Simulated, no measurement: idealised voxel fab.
process module | voxel capacitor over wiring
cross-section cut | 205 nm wide | cells 5 nm
A cross-section is a grid of square cells, given in bands from the top down. A band is one or more rows of cells.
Each band's line starts with the height of the band's top and of its bottom, in nm. Then come its materials from left to right, each with its width in nm. One material with "throughout" fills the band from edge to edge. "air" is empty space.
Height 0 is the level under which the wafer as received is all one material. The lowest band goes on downwards, as in "0 down".
A width such as "30 to 40" changes by the same amount from each row of cells to the next, from the band's top row to its bottom row.
"no change" after a step means that no cell of the cross-section changed.
closed voids: empty space of 8 cells or more with no open way to the top, each as width x height at its distance from the left edge, in nm
after a step's settings: what the simulator itself notes on the step
overlay nm, on a step with a mask: how far to the right of its planned place the mask lay; to the left if negative
plan
1 op RECEIVE | material Si
2 op CONFORMAL_DEP | material SiO2 | thk nm 10
3 op CONFORMAL_DEP | material SiCN | thk nm 5
4 op DIRECTIONAL_DEP | material lowk | thk nm 15
5 op PATTERN | tone open | mask id METAL_1 | material resist | width nm 25 | pitch nm 95 | thk nm 15 | overlay nm -15
6 op DIRECTIONAL_ETCH | etch materials lowk | depth nm 15
7 op DIRECTIONAL_ETCH | etch materials SiCN | depth nm 5
8 op STRIP | etch materials resist
9 op CONFORMAL_DEP | material TiN | thk nm 5
10 op FILL_DEP | material Cu | thk nm 5
11 op CMP | height nm 30
12 op EPI | material Ru | thk nm 5
13 op FILL_DEP | material SiCN | thk nm 5
14 op DIRECTIONAL_DEP | material lowk | thk nm 15
15 op DIRECTIONAL_DEP | material aC | thk nm 15
16 op PATTERN | tone open | mask id PLUG_1 | material resist | width nm 15 | thk nm 35 | overlay nm 0
17 op DIRECTIONAL_ETCH | etch materials aC | depth nm 15
18 op STRIP | etch materials resist
19 op DIRECTIONAL_ETCH | etch materials lowk | depth nm 15
20 op DIRECTIONAL_ETCH | etch materials SiCN | depth nm 5
21 op STRIP | etch materials aC
22 op EPI | material Ru | thk nm 10
23 op EPI | material Ru | thk nm 10
24 op DIRECTIONAL_DEP | material TiN | thk nm 10
25 op DIRECTIONAL_DEP | material Al2O3 | thk nm 5
26 op DIRECTIONAL_DEP | material TiN | thk nm 5
27 op MASKED_ETCH | tone cover | mask id UPPER_PLATE | width nm 75 | etch materials TiN | depth nm 5 | overlay nm 0
28 op MASKED_ETCH | tone cover | mask id UPPER_PLATE | width nm 75 | etch materials Al2O3 | depth nm 5 | overlay nm 0
29 op PATTERN | tone cover | mask id LOWER_PLATE | material resist | width nm 85 | thk nm 20 | overlay nm 0
30 op DIRECTIONAL_ETCH | etch materials TiN | depth nm 10
31 op STRIP | etch materials resist
32 op FILL_DEP | material SiO2 | thk nm 20
33 op CMP | height nm 90
34 op DIRECTIONAL_DEP | material aC | thk nm 10
35 op PATTERN | tone open | mask id PLUG_2 | material resist | width nm 15 | thk nm 30 | overlay nm 0
36 op DIRECTIONAL_ETCH | etch materials aC | depth nm 10
37 op STRIP | etch materials resist
38 op DIRECTIONAL_ETCH | etch materials SiO2 | depth nm 15
39 op STRIP | etch materials aC
40 op CONFORMAL_DEP | material TiN | thk nm 5
41 op FILL_DEP | material Ru | thk nm 5
42 op CMP | height nm 90
43 op CONFORMAL_DEP | material SiN | thk nm 5
varied across the wafers: overlay nm of step 5. The plan shows the first wafer's value. All wafers start alike
first wafer as received, after step 1
  0 down: Si throughout
  closed voids: none
each wafer at the end: cells of each material gained (+) or lost (-) since it was received, then its closed voids
overlay nm -15 | +15 Al2O3 | +18 Cu | +28 Ru | +96 SiCN | +41 SiN | +296 SiO2 | +78 TiN | +207 lowk | closed voids: none
overlay nm -10 | +15 Al2O3 | +18 Cu | +28 Ru | +96 SiCN | +41 SiN | +296 SiO2 | +78 TiN | +207 lowk | closed voids: none
overlay nm -5 | +15 Al2O3 | +18 Cu | +28 Ru | +96 SiCN | +41 SiN | +296 SiO2 | +78 TiN | +207 lowk | closed voids: none
overlay nm 0 | +15 Al2O3 | +18 Cu | +28 Ru | +96 SiCN | +41 SiN | +296 SiO2 | +78 TiN | +207 lowk | closed voids: none
overlay nm 5 | +15 Al2O3 | +18 Cu | +28 Ru | +96 SiCN | +41 SiN | +296 SiO2 | +78 TiN | +207 lowk | closed voids: none
overlay nm 10 | +15 Al2O3 | +18 Cu | +28 Ru | +96 SiCN | +41 SiN | +296 SiO2 | +78 TiN | +207 lowk | closed voids: none
overlay nm 15 | +15 Al2O3 | +18 Cu | +28 Ru | +96 SiCN | +41 SiN | +296 SiO2 | +78 TiN | +207 lowk | closed voids: none
